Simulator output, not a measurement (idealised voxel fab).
Process module heading - voxel capacitor over wiring
This is section cut - it's 155 nm across, gridded in 5 nm square cells.
Heads up, the way a cross-section reads in here is a grid of square cells, handed over as bands from the top down, with every band being one or more rows of cells.
Band: top height; bottom height; in nm. Then, left to right: material with width in nm, for each material. "throughout": a single material spanning edge to edge. "empty": empty space.
Height reference: 0 = level under which incoming wafer is all one material. Lowest band: no bottom, runs on downward, e.g. "z 0 and below".
So if you see something like "30->40" for the width, read it as the top row of the band sitting at the first number and the bottom row at the second, with every row in between moving by the same amount as the last.
"remained the same" -> step changed no cross-section cell.
Closed-off voids of 8+ cells (no open route to the top) go in "Closed void inventory", written width x height at distance from the left edge, in nm.
That trailing text on a step's line, after the settings, is the simulator's own remark on the step.
"overlay nm" answers the question of how far to the right of plan the mask lay on a step that has a mask, and when it is negative the answer is to the left.
Pairs, read this way: before one process step on the one hand, after it on the other, the after cross-section ending at the lowest band that changed; the step between, settings included, beneath. Same starting wafer throughout, but possibly different runs of this module, so no pair continues from the pair above unless its entry headed "Status quo ante" says so.
Status quo ante:
- z 100 to 85  45 nm resist, 15 nm empty, 95 nm resist
- z 85 to 70  SiO2 throughout
- z 70 to 65  35 nm SiO2, 60 nm Al2O3, 60 nm SiO2
- z 65 to 55  30 nm SiO2, 70 nm TiN, 55 nm SiO2
- z 55 to 50  TiN throughout
- z 50 to 40  35 nm SiO2, 15 nm Ru, 105 nm SiO2
- z 40 to 35  35 nm SiCN, 15 nm Ru, 105 nm SiCN
- z 35 to 20  20 nm SiO2, 5 nm TiN, 20 nm W, 5 nm TiN, 55 nm SiO2, 5 nm TiN, 20 nm W, 5 nm TiN, 20 nm SiO2
- z 20 to 15  20 nm SiN, 30 nm TiN, 55 nm SiN, 30 nm TiN, 20 nm SiN
- z 15 to 0  SiO2 throughout
- z 0 and below  Si throughout
- Closed void inventory: none
Post-Process Section:
- z 100 to 85  45 nm resist, 15 nm empty, 95 nm resist
- z 85 to 70  45 nm SiO2, 15 nm empty, 95 nm SiO2
- Nothing below the height 70 has changed.
- Closed void inventory: none
Step, pre vs post cross-sections above: DIRECTIONAL_ETCH [etch materials SiO2] [depth nm 15]
Status quo ante: just use the after drawing of the pair above as your starting point.
Post-Process Section:
- z 85 to 70  45 nm SiO2, 15 nm empty, 95 nm SiO2
- Nothing below the height 70 has changed.
- Closed void inventory: none
Step, pre vs post cross-sections above: STRIP [etch materials resist]
Status quo ante: just use the after drawing of the pair above as your starting point.
Post-Process Section:
- z 90 to 85  50 nm TiN, 5 nm empty, 100 nm TiN
- z 85 to 75  45 nm SiO2, 5 nm TiN, 5 nm empty, 5 nm TiN, 95 nm SiO2
- z 75 to 70  45 nm SiO2, 15 nm TiN, 95 nm SiO2
- Nothing below the height 70 has changed.
- Closed void inventory: none
Step, pre vs post cross-sections above: CONFORMAL_DEP [material TiN] [thk nm 5]
Status quo ante: just use the after drawing of the pair above as your starting point.
Post-Process Section:
- z 95 to 90  Ru throughout
- z 90 to 85  50 nm TiN, 5 nm Ru, 100 nm TiN
- z 85 to 75  45 nm SiO2, 5 nm TiN, 5 nm Ru, 5 nm TiN, 95 nm SiO2
- Nothing below the height 75 has changed.
- Closed void inventory: none
Step, pre vs post cross-sections above: FILL_DEP [material Ru] [thk nm 5]
Status quo ante: just use the after drawing of the pair above as your starting point.
Post-Process Section:
- z 85 to 75  45 nm SiO2, 5 nm TiN, 5 nm Ru, 5 nm TiN, 95 nm SiO2
- Nothing below the height 75 has changed.
- Closed void inventory: none
Step, pre vs post cross-sections above: CMP [height nm 85]
Status quo ante: just use the after drawing of the pair above as your starting point.
Post-Process Section:
- z 90 to 85  SiCN throughout
- Nothing below the height 85 has changed.
- Closed void inventory: none
Step, pre vs post cross-sections above: CONFORMAL_DEP [material SiCN] [thk nm 5]
Status quo ante:
- z 95 to 90  Ru throughout
- z 90 to 85  50 nm TiN, 5 nm Ru, 100 nm TiN
- z 85 to 75  45 nm SiO2, 5 nm TiN, 5 nm Ru, 5 nm TiN, 95 nm SiO2
- z 75 to 65  45->35 nm SiO2, 15->60 nm TiN, 95->60 nm SiO2
- z 65 to 60  35 nm SiO2, 60 nm Al2O3, 60 nm SiO2
- z 60 to 50  30 nm SiO2, 70 nm TiN, 55 nm SiO2
- z 50 to 40  35 nm SiO2, 15 nm Ru, 105 nm SiO2
- z 40 to 35  35 nm SiCN, 15 nm Ru, 105 nm SiCN
- z 35 to 20  20 nm SiO2, 5 nm TiN, 20 nm W, 5 nm TiN, 55 nm SiO2, 5 nm TiN, 20 nm W, 5 nm TiN, 20 nm SiO2
- z 20 to 15  20 nm SiN, 30 nm TiN, 55 nm SiN, 30 nm TiN, 20 nm SiN
- z 15 to 0  SiO2 throughout
- z 0 and below  Si throughout
- Closed void inventory: none
Post-Process Section:
- z 80 to 75  45 nm SiO2, 5 nm TiN, 5 nm Ru, 5 nm TiN, 95 nm SiO2
- Nothing below the height 75 has changed.
- Closed void inventory: none
Step, pre vs post cross-sections above: CMP [height nm 80]
Status quo ante: just use the after drawing of the pair above as your starting point.
Post-Process Section:
- z 85 to 80  SiCN throughout
- Nothing below the height 80 has changed.
- Closed void inventory: none
Step, pre vs post cross-sections above: CONFORMAL_DEP [material SiCN] [thk nm 5]
Status quo ante:
- z 35 to 20  SiO2 throughout
- z 20 to 15  SiN throughout
- z 15 to 0  SiO2 throughout
- z 0 and below  Si throughout
- Closed void inventory: none
Post-Process Section:
- z 55 to 35  25 nm resist, 25 nm empty, 60 nm resist, 25 nm empty, 20 nm resist
- Nothing below the height 35 has changed.
- Closed void inventory: none
Step, pre vs post cross-sections above: PATTERN [tone open] [mask id METAL_1] [material resist] [width nm 25] [pitch nm 85] [thk nm 20] [overlay nm 0]
Status quo ante: just use the after drawing of the pair above as your starting point.
Post-Process Section:
- z 55 to 35  25 nm resist, 25 nm empty, 60 nm resist, 25 nm empty, 20 nm resist
- z 35 to 20  25 nm SiO2, 25 nm empty, 60 nm SiO2, 25 nm empty, 20 nm SiO2
- Nothing below the height 20 has changed.
- Closed void inventory: none
Step, pre vs post cross-sections above: DIRECTIONAL_ETCH [etch materials SiO2] [depth nm 15]
Status quo ante: just use the after drawing of the pair above as your starting point.
Post-Process Section:
- z 55 to 35  25 nm resist, 25 nm empty, 60 nm resist, 25 nm empty, 20 nm resist
- z 35 to 20  25 nm SiO2, 25 nm empty, 60 nm SiO2, 25 nm empty, 20 nm SiO2
- z 20 to 15  25 nm SiN, 25 nm empty, 60 nm SiN, 25 nm empty, 20 nm SiN
- Nothing below the height 15 has changed.
- Closed void inventory: none
Step, pre vs post cross-sections above: DIRECTIONAL_ETCH [etch materials SiN] [depth nm 5]
Status quo ante: just use the after drawing of the pair above as your starting point.
Post-Process Section:
- z 35 to 20  25 nm SiO2, 25 nm empty, 60 nm SiO2, 25 nm empty, 20 nm SiO2
- Nothing below the height 20 has changed.
- Closed void inventory: none
Step, pre vs post cross-sections above: STRIP [etch materials resist]
Status quo ante: just use the after drawing of the pair above as your starting point.
Post-Process Section:
- z 40 to 35  30 nm TiN, 15 nm empty, 70 nm TiN, 15 nm empty, 25 nm TiN
- z 35 to 20  25 nm SiO2, 5 nm TiN, 15 nm empty, 5 nm TiN, 60 nm SiO2, 5 nm TiN, 15 nm empty, 5 nm TiN, 20 nm SiO2
- z 20 to 15  25 nm SiN, 25 nm TiN, 60 nm SiN, 25 nm TiN, 20 nm SiN
- Nothing below the height 15 has changed.
- Closed void inventory: none
Step, pre vs post cross-sections above: CONFORMAL_DEP [material TiN] [thk nm 5]
Status quo ante: just use the after drawing of the pair above as your starting point.
Post-Process Section:
- z 50 to 40  W throughout
- z 40 to 35  30 nm TiN, 15 nm W, 70 nm TiN, 15 nm W, 25 nm TiN
- z 35 to 20  25 nm SiO2, 5 nm TiN, 15 nm W, 5 nm TiN, 60 nm SiO2, 5 nm TiN, 15 nm W, 5 nm TiN, 20 nm SiO2
- Nothing below the height 20 has changed.
- Closed void inventory: none
Step, pre vs post cross-sections above: FILL_DEP [material W] [thk nm 10]
Status quo ante: just use the after drawing of the pair above as your starting point.
Post-Process Section:
- z 35 to 20  25 nm SiO2, 5 nm TiN, 15 nm W, 5 nm TiN, 60 nm SiO2, 5 nm TiN, 15 nm W, 5 nm TiN, 20 nm SiO2
- Nothing below the height 20 has changed.
- Closed void inventory: none
Step, pre vs post cross-sections above: CMP [height nm 35]
Status quo ante: just use the after drawing of the pair above as your starting point.
Post-Process Section:
- z 40 to 35  SiCN throughout
- Nothing below the height 35 has changed.
- Closed void inventory: none
Step, pre vs post cross-sections above: CONFORMAL_DEP [material SiCN] [thk nm 5]
Status quo ante: just use the after drawing of the pair above as your starting point.
Post-Process Section:
- z 50 to 40  SiO2 throughout
- Nothing below the height 40 has changed.
- Closed void inventory: none
Step, pre vs post cross-sections above: DIRECTIONAL_DEP [material SiO2] [thk nm 10]
Status quo ante: just use the after drawing of the pair above as your starting point.
Post-Process Section:
- z 65 to 50  aC throughout
- Nothing below the height 50 has changed.
- Closed void inventory: none
Step, pre vs post cross-sections above: DIRECTIONAL_DEP [material aC] [thk nm 15]
Status quo ante: just use the after drawing of the pair above as your starting point.
Post-Process Section:
- z 95 to 65  35 nm resist, 15 nm empty, 105 nm resist
- Nothing below the height 65 has changed.
- Closed void inventory: none
Step, pre vs post cross-sections above: PATTERN [tone open] [mask id PLUG_1] [material resist] [width nm 15] [thk nm 30] [overlay nm 0]
Status quo ante: just use the after drawing of the pair above as your starting point.
Post-Process Section:
- z 80 to 65  35 nm resist, 15 nm empty, 105 nm resist
- z 65 to 50  35 nm aC, 15 nm empty, 105 nm aC
- Nothing below the height 50 has changed.
- Closed void inventory: none
Step, pre vs post cross-sections above: DIRECTIONAL_ETCH [etch materials aC] [depth nm 15]
Status quo ante: just use the after drawing of the pair above as your starting point.
Post-Process Section:
- z 65 to 50  35 nm aC, 15 nm empty, 105 nm aC
- Nothing below the height 50 has changed.
- Closed void inventory: none
Step, pre vs post cross-sections above: STRIP [etch materials resist]
Status quo ante: just use the after drawing of the pair above as your starting point.
Post-Process Section:
- z 65 to 50  35 nm aC, 15 nm empty, 105 nm aC
- z 50 to 40  35 nm SiO2, 15 nm empty, 105 nm SiO2
- Nothing below the height 40 has changed.
- Closed void inventory: none
Step, pre vs post cross-sections above: DIRECTIONAL_ETCH [etch materials SiO2] [depth nm 10]
Status quo ante: just use the after drawing of the pair above as your starting point.
Post-Process Section:
- z 65 to 50  35 nm aC, 15 nm empty, 105 nm aC
- z 50 to 40  35 nm SiO2, 15 nm empty, 105 nm SiO2
- z 40 to 35  35 nm SiCN, 15 nm empty, 105 nm SiCN
- Nothing below the height 35 has changed.
- Closed void inventory: none
Step, pre vs post cross-sections above: DIRECTIONAL_ETCH [etch materials SiCN] [depth nm 5]
Status quo ante: just use the after drawing of the pair above as your starting point.
Post-Process Section:
- z 50 to 40  35 nm SiO2, 15 nm empty, 105 nm SiO2
- Nothing below the height 40 has changed.
- Closed void inventory: none
Step, pre vs post cross-sections above: STRIP [etch materials aC]
Status quo ante: just use the after drawing of the pair above as your starting point.
Post-Process Section:
- z 50 to 45  35 nm SiO2, 15 nm empty, 105 nm SiO2
- z 45 to 40  35 nm SiO2, 15 nm Ru, 105 nm SiO2
- z 40 to 35  35 nm SiCN, 15 nm Ru, 105 nm SiCN
- Nothing below the height 35 has changed.
- Closed void inventory: none
Step, pre vs post cross-sections above: EPI [material Ru] [thk nm 10]
Status quo ante: just use the after drawing of the pair above as your starting point.
Post-Process Section:
- z 50 to 40  35 nm SiO2, 15 nm Ru, 105 nm SiO2
- Nothing below the height 40 has changed.
- Closed void inventory: none
Step, pre vs post cross-sections above: EPI [material Ru] [thk nm 5]
Status quo ante: just use the after drawing of the pair above as your starting point.
Post-Process Section:
- z 60 to 50  TiN throughout
- Nothing below the height 50 has changed.
- Closed void inventory: none
Step, pre vs post cross-sections above: DIRECTIONAL_DEP [material TiN] [thk nm 10]
Status quo ante: just use the after drawing of the pair above as your starting point.
Post-Process Section:
- z 65 to 60  Al2O3 throughout
- Nothing below the height 60 has changed.
- Closed void inventory: none
Step, pre vs post cross-sections above: DIRECTIONAL_DEP [material Al2O3] [thk nm 5]
Status quo ante: just use the after drawing of the pair above as your starting point.
Post-Process Section:
- z 70 to 65  TiN throughout
- Nothing below the height 65 has changed.
- Closed void inventory: none
Step, pre vs post cross-sections above: DIRECTIONAL_DEP [material TiN] [thk nm 5]
Status quo ante: just use the after drawing of the pair above as your starting point.
Post-Process Section:
- z 70 to 65  35 nm empty, 60 nm TiN, 60 nm empty
- Nothing below the height 65 has changed.
- Closed void inventory: none
Step, pre vs post cross-sections above: MASKED_ETCH [tone cover] [mask id UPPER_PLATE] [width nm 60] [etch materials TiN] [depth nm 5] [overlay nm 0]
Status quo ante: just use the after drawing of the pair above as your starting point.
Post-Process Section:
- z 70 to 65  35 nm empty, 60 nm TiN, 60 nm empty
- z 65 to 60  35 nm empty, 60 nm Al2O3, 60 nm empty
- Nothing below the height 60 has changed.
- Closed void inventory: none
Step, pre vs post cross-sections above: MASKED_ETCH [tone cover] [mask id UPPER_PLATE] [width nm 60] [etch materials Al2O3] [depth nm 5] [overlay nm 0]
Status quo ante: just use the after drawing of the pair above as your starting point.
Post-Process Section:
- z 90 to 70  30 nm empty, 70 nm resist, 55 nm empty
- z 70 to 65  30 nm empty, 5 nm resist, 60 nm TiN, 5 nm resist, 55 nm empty
- z 65 to 60  30 nm empty, 5 nm resist, 60 nm Al2O3, 5 nm resist, 55 nm empty
- Nothing below the height 60 has changed.
- Closed void inventory: none
Step, pre vs post cross-sections above: PATTERN [tone cover] [mask id LOWER_PLATE] [material resist] [width nm 70] [thk nm 20] [overlay nm 0]
Status quo ante: just use the after drawing of the pair above as your starting point.
Post-Process Section:
- z 90 to 70  30 nm empty, 70 nm resist, 55 nm empty
- z 70 to 65  30 nm empty, 5 nm resist, 60 nm TiN, 5 nm resist, 55 nm empty
- z 65 to 60  30 nm empty, 5 nm resist, 60 nm Al2O3, 5 nm resist, 55 nm empty
- z 60 to 50  30 nm empty, 70 nm TiN, 55 nm empty
- Nothing below the height 50 has changed.
- Closed void inventory: none
Step, pre vs post cross-sections above: DIRECTIONAL_ETCH [etch materials TiN] [depth nm 10]
Status quo ante: just use the after drawing of the pair above as your starting point.
Post-Process Section:
- z 70 to 65  35 nm empty, 60 nm TiN, 60 nm empty
- z 65 to 60  35 nm empty, 60 nm Al2O3, 60 nm empty
- Nothing below the height 60 has changed.
- Closed void inventory: none
Step, pre vs post cross-sections above: STRIP [etch materials resist]
Status quo ante: just use the after drawing of the pair above as your starting point.
Post-Process Section:
- z 90 to 70  SiO2 throughout
- z 70 to 65  35 nm SiO2, 60 nm TiN, 60 nm SiO2
- z 65 to 60  35 nm SiO2, 60 nm Al2O3, 60 nm SiO2
- z 60 to 50  30 nm SiO2, 70 nm TiN, 55 nm SiO2
- Nothing below the height 50 has changed.
- Closed void inventory: none
Step, pre vs post cross-sections above: FILL_DEP [material SiO2] [thk nm 20]
Status quo ante: just use the after drawing of the pair above as your starting point.
Post-Process Section:
- z 85 to 70  SiO2 throughout
- Nothing below the height 70 has changed.
- Closed void inventory: none
Step, pre vs post cross-sections above: CMP [height nm 85]
Status quo ante: just use the after drawing of the pair above as your starting point.
Post-Process Section:
- z 100 to 85  45 nm resist, 15 nm empty, 95 nm resist
- Nothing below the height 85 has changed.
- Closed void inventory: none
Step, pre vs post cross-sections above: PATTERN [tone open] [mask id PLUG_2] [material resist] [width nm 15] [thk nm 15] [overlay nm 0]
Status quo ante: just use the after drawing of the pair above as your starting point.
Post-Process Section:
- z 100 to 85  45 nm resist, 15 nm empty, 95 nm resist
- z 85 to 70  45 nm SiO2, 15 nm empty, 95 nm SiO2
- Nothing below the height 70 has changed.
- Closed void inventory: none
Step, pre vs post cross-sections above: DIRECTIONAL_ETCH [etch materials SiO2] [depth nm 15]
Status quo ante: just use the after drawing of the pair above as your starting point.
Post-Process Section:
- z 85 to 70  45 nm SiO2, 15 nm empty, 95 nm SiO2
- Nothing below the height 70 has changed.
- Closed void inventory: none
Step, pre vs post cross-sections above: STRIP [etch materials resist]
Status quo ante: just use the after drawing of the pair above as your starting point.
Post-Process Section:
- z 90 to 85  50 nm TiN, 5 nm empty, 100 nm TiN
- z 85 to 75  45 nm SiO2, 5 nm TiN, 5 nm empty, 5 nm TiN, 95 nm SiO2
- z 75 to 65  45->35 nm SiO2, 15->60 nm TiN, 95->60 nm SiO2
- Nothing below the height 65 has changed.
- Closed void inventory: none
Step, pre vs post cross-sections above: CONFORMAL_DEP [material TiN] [thk nm 5]
Status quo ante: just use the after drawing of the pair above as your starting point.
Post-Process Section:
- z 95 to 90  Ru throughout
- z 90 to 85  50 nm TiN, 5 nm Ru, 100 nm TiN
- z 85 to 75  45 nm SiO2, 5 nm TiN, 5 nm Ru, 5 nm TiN, 95 nm SiO2
- Nothing below the height 75 has changed.
- Closed void inventory: none
Step, pre vs post cross-sections above: FILL_DEP [material Ru] [thk nm 5]
Status quo ante: just use the after drawing of the pair above as your starting point.
Post-Process Section:
- z 85 to 75  45 nm SiO2, 5 nm TiN, 5 nm Ru, 5 nm TiN, 95 nm SiO2
- Nothing below the height 75 has changed.
- Closed void inventory: none
Step, pre vs post cross-sections above: CMP [height nm 85]
Status quo ante: just use the after drawing of the pair above as your starting point.
Post-Process Section:
- z 90 to 85  SiCN throughout
- Nothing below the height 85 has changed.
- Closed void inventory: none
Step, pre vs post cross-sections above: CONFORMAL_DEP [material SiCN] [thk nm 5]
Status quo ante:
- z 85 to 70  SiO2 throughout
- z 70 to 65  35 nm SiO2, 60 nm TiN, 60 nm SiO2
- z 65 to 60  35 nm SiO2, 60 nm Al2O3, 60 nm SiO2
- z 60 to 50  30 nm SiO2, 70 nm TiN, 55 nm SiO2
- z 50 to 40  35 nm SiO2, 15 nm Ru, 105 nm SiO2
- z 40 to 35  35 nm SiCN, 15 nm Ru, 105 nm SiCN
- z 35 to 20  20 nm SiO2, 5 nm TiN, 20 nm W, 5 nm TiN, 55 nm SiO2, 5 nm TiN, 20 nm W, 5 nm TiN, 20 nm SiO2
- z 20 to 15  20 nm SiN, 30 nm TiN, 55 nm SiN, 30 nm TiN, 20 nm SiN
- z 15 to 0  SiO2 throughout
- z 0 and below  Si throughout
- Closed void inventory: none
Post-Process Section:
- z 100 to 85  50 nm resist, 15 nm empty, 90 nm resist
- Nothing below the height 85 has changed.
- Closed void inventory: none
Step, pre vs post cross-sections above: PATTERN [tone open] [mask id PLUG_2] [material resist] [width nm 15] [thk nm 15] [overlay nm 5]
Status quo ante: just use the after drawing of the pair above as your starting point.
Post-Process Section:
- z 100 to 85  50 nm resist, 15 nm empty, 90 nm resist
- z 85 to 70  50 nm SiO2, 15 nm empty, 90 nm SiO2
- Nothing below the height 70 has changed.
- Closed void inventory: none
Step, pre vs post cross-sections above: DIRECTIONAL_ETCH [etch materials SiO2] [depth nm 15]
Status quo ante: just use the after drawing of the pair above as your starting point.
Post-Process Section:
- z 85 to 70  50 nm SiO2, 15 nm empty, 90 nm SiO2
- Nothing below the height 70 has changed.
- Closed void inventory: none
Step, pre vs post cross-sections above: STRIP [etch materials resist]
Status quo ante: just use the after drawing of the pair above as your starting point.
Post-Process Section:
- z 90 to 85  55 nm TiN, 5 nm empty, 95 nm TiN
- z 85 to 75  50 nm SiO2, 5 nm TiN, 5 nm empty, 5 nm TiN, 90 nm SiO2
- z 75 to 65  50->35 nm SiO2, 15->60 nm TiN, 90->60 nm SiO2
- Nothing below the height 65 has changed.
- Closed void inventory: none
Step, pre vs post cross-sections above: CONFORMAL_DEP [material TiN] [thk nm 5]
Status quo ante: just use the after drawing of the pair above as your starting point.
Post-Process Section:
- z 95 to 90  Ru throughout
- z 90 to 85  55 nm TiN, 5 nm Ru, 95 nm TiN
- z 85 to 75  50 nm SiO2, 5 nm TiN, 5 nm Ru, 5 nm TiN, 90 nm SiO2
- Nothing below the height 75 has changed.
- Closed void inventory: none
Step, pre vs post cross-sections above: FILL_DEP [material Ru] [thk nm 5]
Status quo ante: just use the after drawing of the pair above as your starting point.
Post-Process Section:
- z 85 to 75  50 nm SiO2, 5 nm TiN, 5 nm Ru, 5 nm TiN, 90 nm SiO2
- Nothing below the height 75 has changed.
- Closed void inventory: none
Step, pre vs post cross-sections above: CMP [height nm 85]
Status quo ante: just use the after drawing of the pair above as your starting point.
Post-Process Section:
- z 90 to 85  SiCN throughout
- Nothing below the height 85 has changed.
- Closed void inventory: none
Step, pre vs post cross-sections above: CONFORMAL_DEP [material SiCN] [thk nm 5]
Status quo ante:
- z 85 to 75  45 nm SiO2, 5 nm TiN, 5 nm Ru, 5 nm TiN, 95 nm SiO2
- z 75 to 65  45->35 nm SiO2, 15->60 nm TiN, 95->60 nm SiO2
- z 65 to 60  35 nm SiO2, 60 nm Al2O3, 60 nm SiO2
- z 60 to 50  30 nm SiO2, 70 nm TiN, 55 nm SiO2
- z 50 to 40  35 nm SiO2, 15 nm Ru, 105 nm SiO2
- z 40 to 35  35 nm SiCN, 15 nm Ru, 105 nm SiCN
- z 35 to 20  20 nm SiO2, 5 nm TiN, 20 nm W, 5 nm TiN, 55 nm SiO2, 5 nm TiN, 20 nm W, 5 nm TiN, 20 nm SiO2
- z 20 to 15  20 nm SiN, 30 nm TiN, 55 nm SiN, 30 nm TiN, 20 nm SiN
- z 15 to 0  SiO2 throughout
- z 0 and below  Si throughout
- Closed void inventory: none
Post-Process Section:
- z 90 to 85  Ru throughout
- Nothing below the height 85 has changed.
- Closed void inventory: none
Step, pre vs post cross-sections above: CONFORMAL_DEP [material Ru] [thk nm 5]
Status quo ante:
- z 65 to 50  aC throughout
- z 50 to 40  SiO2 throughout
- z 40 to 35  SiCN throughout
- z 35 to 20  20 nm SiO2, 5 nm TiN, 20 nm W, 5 nm TiN, 55 nm SiO2, 5 nm TiN, 20 nm W, 5 nm TiN, 20 nm SiO2
- z 20 to 15  20 nm SiN, 30 nm TiN, 55 nm SiN, 30 nm TiN, 20 nm SiN
- z 15 to 0  SiO2 throughout
- z 0 and below  Si throughout
- Closed void inventory: none
Post-Process Section:
- z 95 to 65  35 nm empty, 15 nm resist, 105 nm empty
- Nothing below the height 65 has changed.
- Closed void inventory: none
Step, pre vs post cross-sections above: PATTERN [tone cover] [mask id PLUG_1] [material resist] [width nm 15] [thk nm 30] [overlay nm 0]
Status quo ante: just use the after drawing of the pair above as your starting point.
Post-Process Section:
- z 80 to 65  35 nm empty, 15 nm resist, 105 nm empty
- z 65 to 50  35 nm empty, 15 nm aC, 105 nm empty
- Nothing below the height 50 has changed.
- Closed void inventory: none
Step, pre vs post cross-sections above: DIRECTIONAL_ETCH [etch materials aC] [depth nm 15]
Status quo ante: just use the after drawing of the pair above as your starting point.
Post-Process Section:
- z 65 to 50  35 nm empty, 15 nm aC, 105 nm empty
- Nothing below the height 50 has changed.
- Closed void inventory: none
Step, pre vs post cross-sections above: STRIP [etch materials resist]
Status quo ante: just use the after drawing of the pair above as your starting point.
Post-Process Section:
- z 65 to 50  35 nm empty, 15 nm aC, 105 nm empty
- z 50 to 40  35 nm empty, 15 nm SiO2, 105 nm empty
- Nothing below the height 40 has changed.
- Closed void inventory: none
Step, pre vs post cross-sections above: DIRECTIONAL_ETCH [etch materials SiO2] [depth nm 10]
Status quo ante: just use the after drawing of the pair above as your starting point.
Post-Process Section:
- z 65 to 50  35 nm empty, 15 nm aC, 105 nm empty
- z 50 to 40  35 nm empty, 15 nm SiO2, 105 nm empty
- z 40 to 35  35 nm empty, 15 nm SiCN, 105 nm empty
- Nothing below the height 35 has changed.
- Closed void inventory: none
Step, pre vs post cross-sections above: DIRECTIONAL_ETCH [etch materials SiCN] [depth nm 5]
Status quo ante: just use the after drawing of the pair above as your starting point.
Post-Process Section:
- z 50 to 40  35 nm empty, 15 nm SiO2, 105 nm empty
- Nothing below the height 40 has changed.
- Closed void inventory: none
Step, pre vs post cross-sections above: STRIP [etch materials aC]
Status quo ante: just use the after drawing of the pair above as your starting point.
Post-Process Section:
- z 50 to 45  35 nm empty, 15 nm SiO2, 105 nm empty
- z 45 to 40  10 nm empty, 25 nm Ru, 15 nm SiO2, 45 nm empty, 50 nm Ru, 10 nm empty
- z 40 to 35  10 nm empty, 25 nm Ru, 15 nm SiCN, 45 nm empty, 50 nm Ru, 10 nm empty
- Nothing below the height 35 has changed.
- Closed void inventory: none
Step, pre vs post cross-sections above: EPI [material Ru] [thk nm 10]
Status quo ante: just use the after drawing of the pair above as your starting point.
Post-Process Section:
- z 50 to 40  5 nm empty, 30 nm Ru, 15 nm SiO2, 40 nm empty, 60 nm Ru, 5 nm empty
- z 40 to 35  5 nm empty, 30 nm Ru, 15 nm SiCN, 40 nm empty, 60 nm Ru, 5 nm empty
- Nothing below the height 35 has changed.
- Closed void inventory: none
Step, pre vs post cross-sections above: EPI [material Ru] [thk nm 5]
Status quo ante: just use the after drawing of the pair above as your starting point.
Post-Process Section:
- z 60 to 50  5 nm empty, 45 nm TiN, 40 nm empty, 60 nm TiN, 5 nm empty
- z 50 to 45  5 nm empty, 30 nm Ru, 15 nm SiO2, 40 nm empty, 60 nm Ru, 5 nm empty
- z 45 to 40  5 nm TiN, 30 nm Ru, 15 nm SiO2, 40 nm TiN, 60 nm Ru, 5 nm TiN
- z 40 to 35  5 nm TiN, 30 nm Ru, 15 nm SiCN, 40 nm TiN, 60 nm Ru, 5 nm TiN
- Nothing below the height 35 has changed.
- Closed void inventory: none
Step, pre vs post cross-sections above: DIRECTIONAL_DEP [material TiN] [thk nm 10]
Status quo ante: just use the after drawing of the pair above as your starting point.
Post-Process Section:
- z 65 to 60  5 nm empty, 45 nm Al2O3, 40 nm empty, 60 nm Al2O3, 5 nm empty
- z 60 to 50  5 nm empty, 45 nm TiN, 40 nm empty, 60 nm TiN, 5 nm empty
- z 50 to 45  5 nm Al2O3, 30 nm Ru, 15 nm SiO2, 40 nm Al2O3, 60 nm Ru, 5 nm Al2O3
- Nothing below the height 45 has changed.
- Closed void inventory: none
Step, pre vs post cross-sections above: DIRECTIONAL_DEP [material Al2O3] [thk nm 5]
Status quo ante: just use the after drawing of the pair above as your starting point.
Post-Process Section:
- z 70 to 65  5 nm empty, 45 nm TiN, 40 nm empty, 60 nm TiN, 5 nm empty
- z 65 to 60  5 nm empty, 45 nm Al2O3, 40 nm empty, 60 nm Al2O3, 5 nm empty
- z 60 to 55  5 nm empty, 45 nm TiN, 40 nm empty, 60 nm TiN, 5 nm empty
- z 55 to 50  TiN throughout
- Nothing below the height 50 has changed.
- Closed void inventory: none
Step, pre vs post cross-sections above: DIRECTIONAL_DEP [material TiN] [thk nm 5]
Status quo ante: just use the after drawing of the pair above as your starting point.
Post-Process Section:
- z 70 to 65  35 nm empty, 15 nm TiN, 40 nm empty, 5 nm TiN, 60 nm empty
- z 65 to 60  5 nm empty, 45 nm Al2O3, 40 nm empty, 60 nm Al2O3, 5 nm empty
- z 60 to 55  5 nm empty, 45 nm TiN, 40 nm empty, 60 nm TiN, 5 nm empty
- z 55 to 50  5 nm empty, 145 nm TiN, 5 nm empty
- Nothing below the height 50 has changed.
- Closed void inventory: none
Step, pre vs post cross-sections above: MASKED_ETCH [tone cover] [mask id UPPER_PLATE] [width nm 60] [etch materials TiN] [depth nm 5] [overlay nm 0]
Status quo ante: just use the after drawing of the pair above as your starting point.
Post-Process Section:
- z 70 to 65  35 nm empty, 15 nm TiN, 40 nm empty, 5 nm TiN, 60 nm empty
- z 65 to 60  35 nm empty, 15 nm Al2O3, 40 nm empty, 5 nm Al2O3, 60 nm empty
- z 60 to 55  5 nm empty, 45 nm TiN, 40 nm empty, 60 nm TiN, 5 nm empty
- z 55 to 50  5 nm empty, 145 nm TiN, 5 nm empty
- z 50 to 45  5 nm empty, 30 nm Ru, 15 nm SiO2, 40 nm Al2O3, 60 nm Ru, 5 nm empty
- Nothing below the height 45 has changed.
- Closed void inventory: none
Step, pre vs post cross-sections above: MASKED_ETCH [tone cover] [mask id UPPER_PLATE] [width nm 60] [etch materials Al2O3] [depth nm 5] [overlay nm 0]
Status quo ante: just use the after drawing of the pair above as your starting point.
Post-Process Section:
- z 90 to 70  30 nm empty, 70 nm resist, 55 nm empty
- z 70 to 65  30 nm empty, 5 nm resist, 15 nm TiN, 40 nm resist, 5 nm TiN, 5 nm resist, 55 nm empty
- z 65 to 60  30 nm empty, 5 nm resist, 15 nm Al2O3, 40 nm resist, 5 nm Al2O3, 5 nm resist, 55 nm empty
- z 60 to 55  5 nm empty, 45 nm TiN, 40 nm resist, 60 nm TiN, 5 nm empty
- Nothing below the height 55 has changed.
- Closed void inventory: none
Step, pre vs post cross-sections above: PATTERN [tone cover] [mask id LOWER_PLATE] [material resist] [width nm 70] [thk nm 20] [overlay nm 0]
Status quo ante: just use the after drawing of the pair above as your starting point.
Post-Process Section:
- z 90 to 70  30 nm empty, 70 nm resist, 55 nm empty
- z 70 to 65  30 nm empty, 5 nm resist, 15 nm TiN, 40 nm resist, 5 nm TiN, 5 nm resist, 55 nm empty
- z 65 to 60  30 nm empty, 5 nm resist, 15 nm Al2O3, 40 nm resist, 5 nm Al2O3, 5 nm resist, 55 nm empty
- z 60 to 55  30 nm empty, 20 nm TiN, 40 nm resist, 10 nm TiN, 55 nm empty
- z 55 to 50  30 nm empty, 70 nm TiN, 55 nm empty
- z 50 to 45  5 nm empty, 30 nm Ru, 15 nm SiO2, 40 nm Al2O3, 60 nm Ru, 5 nm empty
- z 45 to 40  5 nm empty, 30 nm Ru, 15 nm SiO2, 40 nm TiN, 60 nm Ru, 5 nm empty
- z 40 to 35  5 nm empty, 30 nm Ru, 15 nm SiCN, 40 nm TiN, 60 nm Ru, 5 nm empty
- Nothing below the height 35 has changed.
- Closed void inventory: none
Step, pre vs post cross-sections above: DIRECTIONAL_ETCH [etch materials TiN] [depth nm 10]
